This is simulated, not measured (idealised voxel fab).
Herein follows the process module entitled voxel transistor to metal.
Square cells of 5 nm make up the cross-section cut, whose width is 215 nm.
In this document a cross-section is written as a grid of square cells. It is given as a series of bands, listed from the top down, and a band is one or more rows of cells. Band: top height; bottom height; in nm. Then, left to right: material with width in nm, for each material. "throughout": a single material spanning edge to edge. "empty": empty space. Heights are measured from 0, the level below which the as-received wafer is all one material; the lowest band has no bottom and continues downward, written as in "z 0 and below". A width such as "30->40" changes by the same amount from each row of cells to the next, from the band's top row to its bottom row. "no change" means the step left every cell of the cross-section as it was. Empty spaces counting at least 8 cells and having no open way to the top are listed in "Fully sealed cavities". The notation width x height at distance is used for each, the distance being from the left edge and all three values in nm. Read whatever lies past the settings on a step's line as the simulator's own remark about the step. What "overlay nm" on a step's line means: if the step has a mask, that mask lay this far to the right of its planned place, or, when the value is negative, to the left.

### The process steps that were planned are listed below
1: RECEIVE,material Si
2: CONFORMAL_DEP,material SiO2,thk nm 5
3: CONFORMAL_DEP,material SiN,thk nm 15
4: PATTERN,tone cover,mask id ACTIVE,material resist,width nm 110,thk nm 15,overlay nm 0
5: DIRECTIONAL_ETCH,etch materials SiN,depth nm 15
6: DIRECTIONAL_ETCH,etch materials SiO2,depth nm 5
7: DIRECTIONAL_ETCH,etch materials Si,depth nm 20
8: STRIP,etch materials resist
9: OXIDIZE,depth nm 5
10: FILL_DEP,material SiO2,thk nm 15
11: CMP,height nm 20
12: SELECTIVE_ETCH,etch materials SiO2,depth nm 10
13: STRIP,etch materials SiN
14: SELECTIVE_ETCH,etch materials SiO2,depth nm 5
15: OXIDIZE,depth nm 5
16: DIRECTIONAL_DEP,material polySi,thk nm 25
17: DIRECTIONAL_DEP,material SiCN,thk nm 10
18: MASKED_ETCH,tone cover,mask id GATE,width nm 20,etch materials SiCN,depth nm 20,overlay nm 0
19: MASKED_ETCH,tone cover,mask id GATE,width nm 20,etch materials polySi,depth nm 35,overlay nm 0
20: CONFORMAL_DEP,material SiO2,thk nm 5
21: DIRECTIONAL_ETCH,etch materials SiO2,depth nm 5
22: CONFORMAL_DEP,material SiN,thk nm 5
23: DIRECTIONAL_ETCH,etch materials SiN,depth nm 5
24: DIRECTIONAL_ETCH,etch materials SiO2,depth nm 5
25: DIRECTIONAL_ETCH,etch materials Si,depth nm 10
26: EPI,material SiGe,thk nm 15
27: FILL_DEP,material SiO2,thk nm 5
28: CMP,height nm 35
29: DIRECTIONAL_DEP,material SiO2,thk nm 15
30: DIRECTIONAL_DEP,material aC,thk nm 10
31: PATTERN,tone open,mask id CONTACT,material resist,width nm 20,pitch nm 70,thk nm 30,overlay nm 0
32: DIRECTIONAL_ETCH,etch materials aC,depth nm 10
33: STRIP,etch materials resist
34: DIRECTIONAL_ETCH,etch materials SiO2,depth nm 50
35: STRIP,etch materials aC
36: CONFORMAL_DEP,material TiN,thk nm 5
37: FILL_DEP,material W,thk nm 10
38: CMP,height nm 50
39: DIRECTIONAL_DEP,material TiN,thk nm 5
40: DIRECTIONAL_DEP,material Ru,thk nm 25
41: DIRECTIONAL_DEP,material aC,thk nm 15
42: PATTERN,tone cover,mask id METAL_1,material resist,width nm 20,pitch nm 70,thk nm 35,overlay nm 0
43: DIRECTIONAL_ETCH,etch materials aC,depth nm 15
44: STRIP,etch materials resist
45: DIRECTIONAL_ETCH,etch materials Ru,depth nm 25
46: DIRECTIONAL_ETCH,etch materials TiN,depth nm 5
47: STRIP,etch materials aC
48: FILL_DEP,material lowk,thk nm 10
49: CMP,height nm 80
50: CONFORMAL_DEP,material SiCN,thk nm 5

### The first of two wafers, run as planned

### Shown in cross-section is the wafer as received, that is, as it stands after step 1
* z 0 and below = Si throughout
* Fully sealed cavities: none

### The wafer in cross-section once step 2 is complete
* z 5 to 0 = SiO2 throughout
* Under the height 0 nothing was changed.

### The wafer in cross-section once step 3 is complete
* z 20 to 5 = SiN throughout
* Under the height 5 nothing was changed.

### The wafer in cross-section once step 4 is complete
* z 35 to 20 = empty 50 nm / resist 110 nm / empty 55 nm
* Under the height 20 nothing was changed.

### The wafer in cross-section once step 5 is complete
* z 35 to 20 = empty 50 nm / resist 110 nm / empty 55 nm
* z 20 to 5 = empty 50 nm / SiN 110 nm / empty 55 nm
* Under the height 5 nothing was changed.

### The wafer in cross-section once step 6 is complete
* z 35 to 20 = empty 50 nm / resist 110 nm / empty 55 nm
* z 20 to 5 = empty 50 nm / SiN 110 nm / empty 55 nm
* z 5 to 0 = empty 50 nm / SiO2 110 nm / empty 55 nm
* Under the height 0 nothing was changed.

### The wafer in cross-section once step 7 is complete
* z 35 to 20 = empty 50 nm / resist 110 nm / empty 55 nm
* z 20 to 5 = empty 50 nm / SiN 110 nm / empty 55 nm
* z 5 to 0 = empty 50 nm / SiO2 110 nm / empty 55 nm
* z 0 to -20 = empty 50 nm / Si 110 nm / empty 55 nm
* Under the height -20 nothing was changed.

### The wafer in cross-section once step 8 is complete
* z 20 to 5 = empty 50 nm / SiN 110 nm / empty 55 nm
* Under the height 5 nothing was changed.

### The wafer in cross-section once step 9 is complete
* z 20 to 5 = empty 50 nm / SiN 110 nm / empty 55 nm
* z 5 to 0 = empty 50 nm / SiO2 110 nm / empty 55 nm
* z 0 to -20 = empty 50 nm / SiO2 5 nm / Si 100 nm / SiO2 5 nm / empty 55 nm
* z -20 to -25 = SiO2 55 nm / Si 100 nm / SiO2 60 nm
* Under the height -25 nothing was changed.

### The wafer in cross-section once step 10 is complete
* z 35 to 20 = SiO2 throughout
* z 20 to 5 = SiO2 50 nm / SiN 110 nm / SiO2 55 nm
* z 5 to 0 = SiO2 throughout
* z 0 to -25 = SiO2 55 nm / Si 100 nm / SiO2 60 nm
* Under the height -25 nothing was changed.

### The wafer in cross-section once step 11 is complete
* z 20 to 5 = SiO2 50 nm / SiN 110 nm / SiO2 55 nm
* Under the height 5 nothing was changed.

### The wafer in cross-section once step 12 is complete
* z 20 to 10 = empty 50 nm / SiN 110 nm / empty 55 nm
* Under the height 10 nothing was changed.

### The wafer in cross-section once step 13 is complete
* z 10 to 5 = SiO2 50 nm / empty 110 nm / SiO2 55 nm
* Under the height 5 nothing was changed.

### The wafer in cross-section once step 14 is complete
* z 5 to 0 = SiO2 45 nm / empty 120 nm / SiO2 50 nm
* Under the height 0 nothing was changed.

### The wafer in cross-section once step 15 is complete
* z 5 to 0 = SiO2 45 nm / empty 120 nm / SiO2 50 nm
* z 0 to -5 = SiO2 throughout
* Under the height -5 nothing was changed.

### The wafer in cross-section once step 16 is complete
* z 30 to 25 = polySi 45 nm / empty 120 nm / polySi 50 nm
* z 25 to 5 = polySi throughout
* z 5 to 0 = SiO2 45 nm / polySi 120 nm / SiO2 50 nm
* Under the height 0 nothing was changed.

### The wafer in cross-section once step 17 is complete
* z 40 to 35 = SiCN 45 nm / empty 120 nm / SiCN 50 nm
* z 35 to 30 = SiCN throughout
* z 30 to 25 = polySi 45 nm / SiCN 120 nm / polySi 50 nm
* Under the height 25 nothing was changed.

### The wafer in cross-section once step 18 is complete
* z 35 to 30 = empty 95 nm / SiCN 20 nm / empty 100 nm
* z 30 to 25 = polySi 45 nm / empty 50 nm / SiCN 20 nm / empty 50 nm / polySi 50 nm
* Under the height 25 nothing was changed.

### The wafer in cross-section once step 19 is complete
* z 35 to 25 = empty 95 nm / SiCN 20 nm / empty 100 nm
* z 25 to 5 = empty 95 nm / polySi 20 nm / empty 100 nm
* z 5 to 0 = SiO2 45 nm / empty 50 nm / polySi 20 nm / empty 50 nm / SiO2 50 nm
* Under the height 0 nothing was changed.

### The wafer in cross-section once step 20 is complete
* z 40 to 35 = empty 90 nm / SiO2 30 nm / empty 95 nm
* z 35 to 25 = empty 90 nm / SiO2 5 nm / SiCN 20 nm / SiO2 5 nm / empty 95 nm
* z 25 to 10 = empty 90 nm / SiO2 5 nm / polySi 20 nm / SiO2 5 nm / empty 95 nm
* z 10 to 5 = SiO2 50 nm / empty 40 nm / SiO2 5 nm / polySi 20 nm / SiO2 5 nm / empty 40 nm / SiO2 55 nm
* z 5 to 0 = SiO2 95 nm / polySi 20 nm / SiO2 100 nm
* Under the height 0 nothing was changed.

### The wafer in cross-section once step 21 is complete
* z 35 to 25 = empty 90 nm / SiO2 5 nm / SiCN 20 nm / SiO2 5 nm / empty 95 nm
* z 25 to 5 = empty 90 nm / SiO2 5 nm / polySi 20 nm / SiO2 5 nm / empty 95 nm
* z 5 to 0 = SiO2 50 nm / empty 40 nm / SiO2 5 nm / polySi 20 nm / SiO2 5 nm / empty 40 nm / SiO2 55 nm
* Under the height 0 nothing was changed.

### The wafer in cross-section once step 22 is complete
* z 40 to 35 = empty 85 nm / SiN 40 nm / empty 90 nm
* z 35 to 25 = empty 85 nm / SiN 5 nm / SiO2 5 nm / SiCN 20 nm / SiO2 5 nm / SiN 5 nm / empty 90 nm
* z 25 to 10 = empty 85 nm / SiN 5 nm / SiO2 5 nm / polySi 20 nm / SiO2 5 nm / SiN 5 nm / empty 90 nm
* z 10 to 5 = SiN 55 nm / empty 30 nm / SiN 5 nm / SiO2 5 nm / polySi 20 nm / SiO2 5 nm / SiN 5 nm / empty 30 nm / SiN 60 nm
* z 5 to 0 = SiO2 50 nm / SiN 40 nm / SiO2 5 nm / polySi 20 nm / SiO2 5 nm / SiN 40 nm / SiO2 55 nm
* Under the height 0 nothing was changed.

### The wafer in cross-section once step 23 is complete
* z 35 to 25 = empty 85 nm / SiN 5 nm / SiO2 5 nm / SiCN 20 nm / SiO2 5 nm / SiN 5 nm / empty 90 nm
* z 25 to 5 = empty 85 nm / SiN 5 nm / SiO2 5 nm / polySi 20 nm / SiO2 5 nm / SiN 5 nm / empty 90 nm
* z 5 to 0 = SiO2 50 nm / SiN 5 nm / empty 30 nm / SiN 5 nm / SiO2 5 nm / polySi 20 nm / SiO2 5 nm / SiN 5 nm / empty 30 nm / SiN 5 nm / SiO2 55 nm
* Under the height 0 nothing was changed.

### The wafer in cross-section once step 24 is complete
* z 35 to 30 = empty 85 nm / SiN 5 nm / empty 5 nm / SiCN 20 nm / empty 5 nm / SiN 5 nm / empty 90 nm
* z 30 to 25 = empty 85 nm / SiN 5 nm / SiO2 5 nm / SiCN 20 nm / SiO2 5 nm / SiN 5 nm / empty 90 nm
* z 25 to 5 = empty 85 nm / SiN 5 nm / SiO2 5 nm / polySi 20 nm / SiO2 5 nm / SiN 5 nm / empty 90 nm
* z 5 to 0 = empty 50 nm / SiN 5 nm / empty 30 nm / SiN 5 nm / SiO2 5 nm / polySi 20 nm / SiO2 5 nm / SiN 5 nm / empty 30 nm / SiN 5 nm / empty 55 nm
* z 0 to -5 = SiO2 55 nm / empty 30 nm / SiO2 40 nm / empty 30 nm / SiO2 60 nm
* Under the height -5 nothing was changed.

### The wafer in cross-section once step 25 is complete
* z 35 to 30 = empty 85 nm / SiN 5 nm / empty 5 nm / SiCN 20 nm / empty 5 nm / SiN 5 nm / empty 90 nm
* z 30 to 25 = empty 85 nm / SiN 5 nm / SiO2 5 nm / SiCN 20 nm / SiO2 5 nm / SiN 5 nm / empty 90 nm
* z 25 to 5 = empty 85 nm / SiN 5 nm / SiO2 5 nm / polySi 20 nm / SiO2 5 nm / SiN 5 nm / empty 90 nm
* z 5 to 0 = empty 50 nm / SiN 5 nm / empty 30 nm / SiN 5 nm / SiO2 5 nm / polySi 20 nm / SiO2 5 nm / SiN 5 nm / empty 30 nm / SiN 5 nm / empty 55 nm
* z 0 to -5 = SiO2 55 nm / empty 30 nm / SiO2 40 nm / empty 30 nm / SiO2 60 nm
* z -5 to -15 = SiO2 55 nm / empty 30 nm / Si 40 nm / empty 30 nm / SiO2 60 nm
* Under the height -15 nothing was changed.

### The wafer in cross-section once step 26 is complete
* z 35 to 30 = empty 85 nm / SiN 5 nm / empty 5 nm / SiCN 20 nm / empty 5 nm / SiN 5 nm / empty 90 nm
* z 30 to 25 = empty 85 nm / SiN 5 nm / SiO2 5 nm / SiCN 20 nm / SiO2 5 nm / SiN 5 nm / empty 90 nm
* z 25 to 10 = empty 85 nm / SiN 5 nm / SiO2 5 nm / polySi 20 nm / SiO2 5 nm / SiN 5 nm / empty 90 nm
* z 10 to 5 = empty 70 nm / SiGe 15 nm / SiN 5 nm / SiO2 5 nm / polySi 20 nm / SiO2 5 nm / SiN 5 nm / SiGe 15 nm / empty 75 nm
* z 5 to 0 = empty 50 nm / SiN 5 nm / empty 15 nm / SiGe 15 nm / SiN 5 nm / SiO2 5 nm / polySi 20 nm / SiO2 5 nm / SiN 5 nm / SiGe 15 nm / empty 15 nm / SiN 5 nm / empty 55 nm
* z 0 to -5 = SiO2 55 nm / SiGe 30 nm / SiO2 40 nm / SiGe 30 nm / SiO2 60 nm
* z -5 to -15 = SiO2 55 nm / SiGe 30 nm / Si 40 nm / SiGe 30 nm / SiO2 60 nm
* Under the height -15 nothing was changed.

### The wafer in cross-section once step 27 is complete
* z 40 to 35 = SiO2 throughout
* z 35 to 25 = SiO2 85 nm / SiN 5 nm / SiO2 5 nm / SiCN 20 nm / SiO2 5 nm / SiN 5 nm / SiO2 90 nm
* z 25 to 10 = SiO2 85 nm / SiN 5 nm / SiO2 5 nm / polySi 20 nm / SiO2 5 nm / SiN 5 nm / SiO2 90 nm
* z 10 to 5 = SiO2 70 nm / SiGe 15 nm / SiN 5 nm / SiO2 5 nm / polySi 20 nm / SiO2 5 nm / SiN 5 nm / SiGe 15 nm / SiO2 75 nm
* z 5 to 0 = SiO2 50 nm / SiN 5 nm / SiO2 15 nm / SiGe 15 nm / SiN 5 nm / SiO2 5 nm / polySi 20 nm / SiO2 5 nm / SiN 5 nm / SiGe 15 nm / SiO2 15 nm / SiN 5 nm / SiO2 55 nm
* Under the height 0 nothing was changed.

### The wafer in cross-section once step 28 is complete
* z 35 to 25 = SiO2 85 nm / SiN 5 nm / SiO2 5 nm / SiCN 20 nm / SiO2 5 nm / SiN 5 nm / SiO2 90 nm
* Under the height 25 nothing was changed.

### The wafer in cross-section once step 29 is complete
* z 50 to 35 = SiO2 throughout
* Under the height 35 nothing was changed.

### The wafer in cross-section once step 30 is complete
* z 60 to 50 = aC throughout
* Under the height 50 nothing was changed.

### The wafer in cross-section once step 31 is complete
* z 90 to 60 = resist 60 nm / empty 20 nm / resist 50 nm / empty 20 nm / resist 65 nm
* Under the height 60 nothing was changed.

### The wafer in cross-section once step 32 is complete
* z 80 to 60 = resist 60 nm / empty 20 nm / resist 50 nm / empty 20 nm / resist 65 nm
* z 60 to 50 = aC 60 nm / empty 20 nm / aC 50 nm / empty 20 nm / aC 65 nm
* Under the height 50 nothing was changed.

### The wafer in cross-section once step 33 is complete
* z 60 to 50 = aC 60 nm / empty 20 nm / aC 50 nm / empty 20 nm / aC 65 nm
* Under the height 50 nothing was changed.

### The wafer in cross-section once step 34 is complete
* z 60 to 50 = aC 60 nm / empty 20 nm / aC 50 nm / empty 20 nm / aC 65 nm
* z 50 to 35 = SiO2 60 nm / empty 20 nm / SiO2 50 nm / empty 20 nm / SiO2 65 nm
* z 35 to 25 = SiO2 60 nm / empty 20 nm / SiO2 5 nm / SiN 5 nm / SiO2 5 nm / SiCN 20 nm / SiO2 5 nm / SiN 5 nm / SiO2 5 nm / empty 20 nm / SiO2 65 nm
* z 25 to 10 = SiO2 60 nm / empty 20 nm / SiO2 5 nm / SiN 5 nm / SiO2 5 nm / polySi 20 nm / SiO2 5 nm / SiN 5 nm / SiO2 5 nm / empty 20 nm / SiO2 65 nm
* z 10 to 5 = SiO2 60 nm / empty 10 nm / SiGe 15 nm / SiN 5 nm / SiO2 5 nm / polySi 20 nm / SiO2 5 nm / SiN 5 nm / SiGe 15 nm / empty 10 nm / SiO2 65 nm
* z 5 to 0 = SiO2 50 nm / SiN 5 nm / SiO2 5 nm / empty 10 nm / SiGe 15 nm / SiN 5 nm / SiO2 5 nm / polySi 20 nm / SiO2 5 nm / SiN 5 nm / SiGe 15 nm / empty 10 nm / SiO2 5 nm / SiN 5 nm / SiO2 55 nm
* Under the height 0 nothing was changed.

### The wafer in cross-section once step 35 is complete
* z 50 to 35 = SiO2 60 nm / empty 20 nm / SiO2 50 nm / empty 20 nm / SiO2 65 nm
* Under the height 35 nothing was changed.

### The wafer in cross-section once step 36 is complete
* z 55 to 50 = TiN 65 nm / empty 10 nm / TiN 60 nm / empty 10 nm / TiN 70 nm
* z 50 to 35 = SiO2 60 nm / TiN 5 nm / empty 10 nm / TiN 5 nm / SiO2 50 nm / TiN 5 nm / empty 10 nm / TiN 5 nm / SiO2 65 nm
* z 35 to 25 = SiO2 60 nm / TiN 5 nm / empty 10 nm / TiN 5 nm / SiO2 5 nm / SiN 5 nm / SiO2 5 nm / SiCN 20 nm / SiO2 5 nm / SiN 5 nm / SiO2 5 nm / TiN 5 nm / empty 10 nm / TiN 5 nm / SiO2 65 nm
* z 25 to 15 = SiO2 60 nm / TiN 5 nm / empty 10 nm / TiN 5 nm / SiO2 5 nm / SiN 5 nm / SiO2 5 nm / polySi 20 nm / SiO2 5 nm / SiN 5 nm / SiO2 5 nm / TiN 5 nm / empty 10 nm / TiN 5 nm / SiO2 65 nm
* z 15 to 10 = SiO2 60 nm / TiN 20 nm / SiO2 5 nm / SiN 5 nm / SiO2 5 nm / polySi 20 nm / SiO2 5 nm / SiN 5 nm / SiO2 5 nm / TiN 20 nm / SiO2 65 nm
* z 10 to 5 = SiO2 60 nm / TiN 10 nm / SiGe 15 nm / SiN 5 nm / SiO2 5 nm / polySi 20 nm / SiO2 5 nm / SiN 5 nm / SiGe 15 nm / TiN 10 nm / SiO2 65 nm
* z 5 to 0 = SiO2 50 nm / SiN 5 nm / SiO2 5 nm / TiN 10 nm / SiGe 15 nm / SiN 5 nm / SiO2 5 nm / polySi 20 nm / SiO2 5 nm / SiN 5 nm / SiGe 15 nm / TiN 10 nm / SiO2 5 nm / SiN 5 nm / SiO2 55 nm
* Under the height 0 nothing was changed.

### The wafer in cross-section once step 37 is complete
* z 65 to 55 = W throughout
* z 55 to 50 = TiN 65 nm / W 10 nm / TiN 60 nm / W 10 nm / TiN 70 nm
* z 50 to 35 = SiO2 60 nm / TiN 5 nm / W 10 nm / TiN 5 nm / SiO2 50 nm / TiN 5 nm / W 10 nm / TiN 5 nm / SiO2 65 nm
* z 35 to 25 = SiO2 60 nm / TiN 5 nm / W 10 nm / TiN 5 nm / SiO2 5 nm / SiN 5 nm / SiO2 5 nm / SiCN 20 nm / SiO2 5 nm / SiN 5 nm / SiO2 5 nm / TiN 5 nm / W 10 nm / TiN 5 nm / SiO2 65 nm
* z 25 to 15 = SiO2 60 nm / TiN 5 nm / W 10 nm / TiN 5 nm / SiO2 5 nm / SiN 5 nm / SiO2 5 nm / polySi 20 nm / SiO2 5 nm / SiN 5 nm / SiO2 5 nm / TiN 5 nm / W 10 nm / TiN 5 nm / SiO2 65 nm
* Under the height 15 nothing was changed.

### The wafer in cross-section once step 38 is complete
* z 50 to 35 = SiO2 60 nm / TiN 5 nm / W 10 nm / TiN 5 nm / SiO2 50 nm / TiN 5 nm / W 10 nm / TiN 5 nm / SiO2 65 nm
* Under the height 35 nothing was changed.

### The wafer in cross-section once step 39 is complete
* z 55 to 50 = TiN throughout
* Under the height 50 nothing was changed.

### The wafer in cross-section once step 40 is complete
* z 80 to 55 = Ru throughout
* Under the height 55 nothing was changed.

### The wafer in cross-section once step 41 is complete
* z 95 to 80 = aC throughout
* Under the height 80 nothing was changed.

### The wafer in cross-section once step 42 is complete
* z 130 to 95 = empty 60 nm / resist 20 nm / empty 50 nm / resist 20 nm / empty 65 nm
* Under the height 95 nothing was changed.

### The wafer in cross-section once step 43 is complete
* z 115 to 95 = empty 60 nm / resist 20 nm / empty 50 nm / resist 20 nm / empty 65 nm
* z 95 to 80 = empty 60 nm / aC 20 nm / empty 50 nm / aC 20 nm / empty 65 nm
* Under the height 80 nothing was changed.

### The wafer in cross-section once step 44 is complete
* z 95 to 80 = empty 60 nm / aC 20 nm / empty 50 nm / aC 20 nm / empty 65 nm
* Under the height 80 nothing was changed.

### The wafer in cross-section once step 45 is complete
* z 95 to 80 = empty 60 nm / aC 20 nm / empty 50 nm / aC 20 nm / empty 65 nm
* z 80 to 55 = empty 60 nm / Ru 20 nm / empty 50 nm / Ru 20 nm / empty 65 nm
* Under the height 55 nothing was changed.

### The wafer in cross-section once step 46 is complete
* z 95 to 80 = empty 60 nm / aC 20 nm / empty 50 nm / aC 20 nm / empty 65 nm
* z 80 to 55 = empty 60 nm / Ru 20 nm / empty 50 nm / Ru 20 nm / empty 65 nm
* z 55 to 50 = empty 60 nm / TiN 20 nm / empty 50 nm / TiN 20 nm / empty 65 nm
* Under the height 50 nothing was changed.

### The wafer in cross-section once step 47 is complete
* z 80 to 55 = empty 60 nm / Ru 20 nm / empty 50 nm / Ru 20 nm / empty 65 nm
* Under the height 55 nothing was changed.

### The wafer in cross-section once step 48 is complete
* z 90 to 80 = lowk throughout
* z 80 to 55 = lowk 60 nm / Ru 20 nm / lowk 50 nm / Ru 20 nm / lowk 65 nm
* z 55 to 50 = lowk 60 nm / TiN 20 nm / lowk 50 nm / TiN 20 nm / lowk 65 nm
* Under the height 50 nothing was changed.

### The wafer in cross-section once step 49 is complete
* z 80 to 55 = lowk 60 nm / Ru 20 nm / lowk 50 nm / Ru 20 nm / lowk 65 nm
* Under the height 55 nothing was changed.

### The wafer in cross-section once step 50 is complete
* z 85 to 80 = SiCN throughout
* Under the height 80 nothing was changed.

### Second wafer. Start and plan as for the first. One mistake made in running. Agrees with the first up to and including step 25

### Cross-section of the second wafer at the time by which step 26 should have been completed according to the plan
* z 35 to 30 = empty 85 nm / SiN 5 nm / empty 5 nm / SiCN 20 nm / empty 5 nm / SiN 5 nm / empty 90 nm
* z 30 to 25 = empty 85 nm / SiN 5 nm / SiO2 5 nm / SiCN 20 nm / SiO2 5 nm / SiN 5 nm / empty 90 nm
* z 25 to 15 = empty 55 nm / SiGe 30 nm / SiN 5 nm / SiO2 5 nm / polySi 20 nm / SiO2 5 nm / SiN 5 nm / SiGe 30 nm / empty 60 nm
* z 15 to 5 = empty 45 nm / SiGe 40 nm / SiN 5 nm / SiO2 5 nm / polySi 20 nm / SiO2 5 nm / SiN 5 nm / SiGe 40 nm / empty 50 nm
* z 5 to 0 = empty 45 nm / SiGe 5 nm / SiN 5 nm / SiGe 30 nm / SiN 5 nm / SiO2 5 nm / polySi 20 nm / SiO2 5 nm / SiN 5 nm / SiGe 30 nm / SiN 5 nm / SiGe 5 nm / empty 50 nm
* z 0 to -5 = SiO2 55 nm / SiGe 30 nm / SiO2 40 nm / SiGe 30 nm / SiO2 60 nm
* z -5 to -15 = SiO2 55 nm / SiGe 30 nm / Si 40 nm / SiGe 30 nm / SiO2 60 nm
* Under the height -15 nothing was changed.

### Cross-section of the second wafer at the time by which step 27 should have been completed according to the plan
* z 40 to 35 = SiO2 throughout
* z 35 to 25 = SiO2 85 nm / SiN 5 nm / SiO2 5 nm / SiCN 20 nm / SiO2 5 nm / SiN 5 nm / SiO2 90 nm
* z 25 to 15 = SiO2 55 nm / SiGe 30 nm / SiN 5 nm / SiO2 5 nm / polySi 20 nm / SiO2 5 nm / SiN 5 nm / SiGe 30 nm / SiO2 60 nm
* z 15 to 5 = SiO2 45 nm / SiGe 40 nm / SiN 5 nm / SiO2 5 nm / polySi 20 nm / SiO2 5 nm / SiN 5 nm / SiGe 40 nm / SiO2 50 nm
* z 5 to 0 = SiO2 45 nm / SiGe 5 nm / SiN 5 nm / SiGe 30 nm / SiN 5 nm / SiO2 5 nm / polySi 20 nm / SiO2 5 nm / SiN 5 nm / SiGe 30 nm / SiN 5 nm / SiGe 5 nm / SiO2 50 nm
* Under the height 0 nothing was changed.

### Cross-section of the second wafer at the time by which step 28 should have been completed according to the plan
* z 35 to 25 = SiO2 85 nm / SiN 5 nm / SiO2 5 nm / SiCN 20 nm / SiO2 5 nm / SiN 5 nm / SiO2 90 nm
* Under the height 25 nothing was changed.

### Cross-section of the second wafer at the time by which step 29 should have been completed according to the plan
* z 50 to 35 = SiO2 throughout
* Under the height 35 nothing was changed.

### Cross-section of the second wafer at the time by which step 30 should have been completed according to the plan
* z 60 to 50 = aC throughout
* Under the height 50 nothing was changed.

### Cross-section of the second wafer at the time by which step 31 should have been completed according to the plan
* z 90 to 60 = resist 60 nm / empty 20 nm / resist 50 nm / empty 20 nm / resist 65 nm
* Under the height 60 nothing was changed.

### Cross-section of the second wafer at the time by which step 32 should have been completed according to the plan
* z 80 to 60 = resist 60 nm / empty 20 nm / resist 50 nm / empty 20 nm / resist 65 nm
* z 60 to 50 = aC 60 nm / empty 20 nm / aC 50 nm / empty 20 nm / aC 65 nm
* Under the height 50 nothing was changed.

### Cross-section of the second wafer at the time by which step 33 should have been completed according to the plan
* z 60 to 50 = aC 60 nm / empty 20 nm / aC 50 nm / empty 20 nm / aC 65 nm
* Under the height 50 nothing was changed.

### Cross-section of the second wafer at the time by which step 34 should have been completed according to the plan
* z 60 to 50 = aC 60 nm / empty 20 nm / aC 50 nm / empty 20 nm / aC 65 nm
* z 50 to 35 = SiO2 60 nm / empty 20 nm / SiO2 50 nm / empty 20 nm / SiO2 65 nm
* z 35 to 25 = SiO2 60 nm / empty 20 nm / SiO2 5 nm / SiN 5 nm / SiO2 5 nm / SiCN 20 nm / SiO2 5 nm / SiN 5 nm / SiO2 5 nm / empty 20 nm / SiO2 65 nm
* Under the height 25 nothing was changed.

### Cross-section of the second wafer at the time by which step 35 should have been completed according to the plan
* z 50 to 35 = SiO2 60 nm / empty 20 nm / SiO2 50 nm / empty 20 nm / SiO2 65 nm
* Under the height 35 nothing was changed.

### Cross-section of the second wafer at the time by which step 36 should have been completed according to the plan
* z 55 to 50 = TiN 65 nm / empty 10 nm / TiN 60 nm / empty 10 nm / TiN 70 nm
* z 50 to 35 = SiO2 60 nm / TiN 5 nm / empty 10 nm / TiN 5 nm / SiO2 50 nm / TiN 5 nm / empty 10 nm / TiN 5 nm / SiO2 65 nm
* z 35 to 30 = SiO2 60 nm / TiN 5 nm / empty 10 nm / TiN 5 nm / SiO2 5 nm / SiN 5 nm / SiO2 5 nm / SiCN 20 nm / SiO2 5 nm / SiN 5 nm / SiO2 5 nm / TiN 5 nm / empty 10 nm / TiN 5 nm / SiO2 65 nm
* z 30 to 25 = SiO2 60 nm / TiN 20 nm / SiO2 5 nm / SiN 5 nm / SiO2 5 nm / SiCN 20 nm / SiO2 5 nm / SiN 5 nm / SiO2 5 nm / TiN 20 nm / SiO2 65 nm
* Under the height 25 nothing was changed.

### Cross-section of the second wafer at the time by which step 37 should have been completed according to the plan
* z 65 to 55 = W throughout
* z 55 to 50 = TiN 65 nm / W 10 nm / TiN 60 nm / W 10 nm / TiN 70 nm
* z 50 to 35 = SiO2 60 nm / TiN 5 nm / W 10 nm / TiN 5 nm / SiO2 50 nm / TiN 5 nm / W 10 nm / TiN 5 nm / SiO2 65 nm
* z 35 to 30 = SiO2 60 nm / TiN 5 nm / W 10 nm / TiN 5 nm / SiO2 5 nm / SiN 5 nm / SiO2 5 nm / SiCN 20 nm / SiO2 5 nm / SiN 5 nm / SiO2 5 nm / TiN 5 nm / W 10 nm / TiN 5 nm / SiO2 65 nm
* Under the height 30 nothing was changed.

### Cross-section of the second wafer at the time by which step 38 should have been completed according to the plan
* z 50 to 35 = SiO2 60 nm / TiN 5 nm / W 10 nm / TiN 5 nm / SiO2 50 nm / TiN 5 nm / W 10 nm / TiN 5 nm / SiO2 65 nm
* Under the height 35 nothing was changed.

### Cross-section of the second wafer at the time by which step 39 should have been completed according to the plan
* z 55 to 50 = TiN throughout
* Under the height 50 nothing was changed.

### Cross-section of the second wafer at the time by which step 40 should have been completed according to the plan
* z 80 to 55 = Ru throughout
* Under the height 55 nothing was changed.

### Cross-section of the second wafer at the time by which step 41 should have been completed according to the plan
* z 95 to 80 = aC throughout
* Under the height 80 nothing was changed.

### Cross-section of the second wafer at the time by which step 42 should have been completed according to the plan
* z 130 to 95 = empty 60 nm / resist 20 nm / empty 50 nm / resist 20 nm / empty 65 nm
* Under the height 95 nothing was changed.

### Cross-section of the second wafer at the time by which step 43 should have been completed according to the plan
* z 115 to 95 = empty 60 nm / resist 20 nm / empty 50 nm / resist 20 nm / empty 65 nm
* z 95 to 80 = empty 60 nm / aC 20 nm / empty 50 nm / aC 20 nm / empty 65 nm
* Under the height 80 nothing was changed.

### Cross-section of the second wafer at the time by which step 44 should have been completed according to the plan
* z 95 to 80 = empty 60 nm / aC 20 nm / empty 50 nm / aC 20 nm / empty 65 nm
* Under the height 80 nothing was changed.

### Cross-section of the second wafer at the time by which step 45 should have been completed according to the plan
* z 95 to 80 = empty 60 nm / aC 20 nm / empty 50 nm / aC 20 nm / empty 65 nm
* z 80 to 55 = empty 60 nm / Ru 20 nm / empty 50 nm / Ru 20 nm / empty 65 nm
* Under the height 55 nothing was changed.

### Cross-section of the second wafer at the time by which step 46 should have been completed according to the plan
* z 95 to 80 = empty 60 nm / aC 20 nm / empty 50 nm / aC 20 nm / empty 65 nm
* z 80 to 55 = empty 60 nm / Ru 20 nm / empty 50 nm / Ru 20 nm / empty 65 nm
* z 55 to 50 = empty 60 nm / TiN 20 nm / empty 50 nm / TiN 20 nm / empty 65 nm
* Under the height 50 nothing was changed.

### Cross-section of the second wafer at the time by which step 47 should have been completed according to the plan
* z 80 to 55 = empty 60 nm / Ru 20 nm / empty 50 nm / Ru 20 nm / empty 65 nm
* Under the height 55 nothing was changed.

### Cross-section of the second wafer at the time by which step 48 should have been completed according to the plan
* z 90 to 80 = lowk throughout
* z 80 to 55 = lowk 60 nm / Ru 20 nm / lowk 50 nm / Ru 20 nm / lowk 65 nm
* z 55 to 50 = lowk 60 nm / TiN 20 nm / lowk 50 nm / TiN 20 nm / lowk 65 nm
* Under the height 50 nothing was changed.

### Cross-section of the second wafer at the time by which step 49 should have been completed according to the plan
* z 80 to 55 = lowk 60 nm / Ru 20 nm / lowk 50 nm / Ru 20 nm / lowk 65 nm
* Under the height 55 nothing was changed.

### Cross-section of the second wafer at the time by which step 50 should have been completed according to the plan
* z 85 to 80 = SiCN throughout
* Under the height 80 nothing was changed.
In executing the process, a mistake was made relative to the plan: plan step 26 was twice executed
Cell-count delta at end, second wafer over first, by material: SiGe +58; SiO2 -26; TiN -20; W -12
